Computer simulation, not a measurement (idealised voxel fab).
You're looking at the process module voxel local oxidation.
Cross-section cut spans 290 nm and uses square cells 5 nm in size.
Cross-section, as written here: a square-cell grid given band by band from the top down, where a band holds one or more rows of cells.
Each band's line starts with the height of the band's top and of its bottom, in nm. Then come its materials from left to right, each with its width in nm. One material with "edge to edge" fills the band from edge to edge. "blank" is empty space.
Height reference: 0 = level under which incoming wafer is all one material. Lowest band: no bottom, runs on downward, e.g. "from 0 down".
The width entry "30 to 40" should be interpreted row by row: the top row of cells in the band takes the first number, the bottom row takes the second number, and the change between adjacent rows is uniform throughout.
Reading "no change" for a step: not a cell of the cross-section changed in it.
"Unvented internal voids" means: voids of 8 cells or more that are shut off from the top with no open way through. Written width x height at distance, distance from the left edge, in nm.
Step line, after settings: the simulator's comment on this step.
For masked steps, "overlay nm" on the step line gives how far right of plan the mask actually lay; a minus sign means it lay to the left.
The process steps that were planned are listed below:
1: RECEIVE with material Si
2: CONFORMAL_DEP with material SiO2, thk nm 5
3: CONFORMAL_DEP with material SiN, thk nm 10
4: MASKED_ETCH with tone cover, mask id ACTIVE, width nm 100, pitch nm 140, etch materials SiN, depth nm 10, overlay nm 0
5: SELECTIVE_ETCH with etch materials SiO2, depth nm 5
6: OXIDIZE with depth nm 15
7: STRIP with etch materials SiN
Delivered wafer in cross-section: state after step 1:
> from 0 down: Si edge to edge
> Unvented internal voids: none
First wafer of two, sectioned at end of module; run went per plan:
> from 5 to 0: blank (30) / SiO2 (90) / blank (50) / SiO2 (90) / blank (30)
> from 0 to -15: SiO2 (45) / Si (60) / SiO2 (80) / Si (60) / SiO2 (45)
> from -15 down: Si edge to edge
> Unvented internal voids: none
Cross-sectional view: second of two wafers, end of module; start and plan identical to the first, one mistake in running:
> from 5 to 0: SiO2 (20) / blank (110) / SiO2 (30) / blank (110) / SiO2 (20)
> from 0 to -15: Si (5) / SiO2 (280) / Si (5)
> from -15 down: Si edge to edge
> Unvented internal voids: none
What was done differently from what was planned? in deviation from the planned setting, step 4 was conducted as MASKED_ETCH with tone open, mask id ACTIVE, width nm 100, pitch nm 140, etch materials SiN, depth nm 10, overlay nm 0
The final cell counts differ between the wafers, with the second having more or fewer of some materials than the first: Si: 66 fewer | SiO2: 44 more
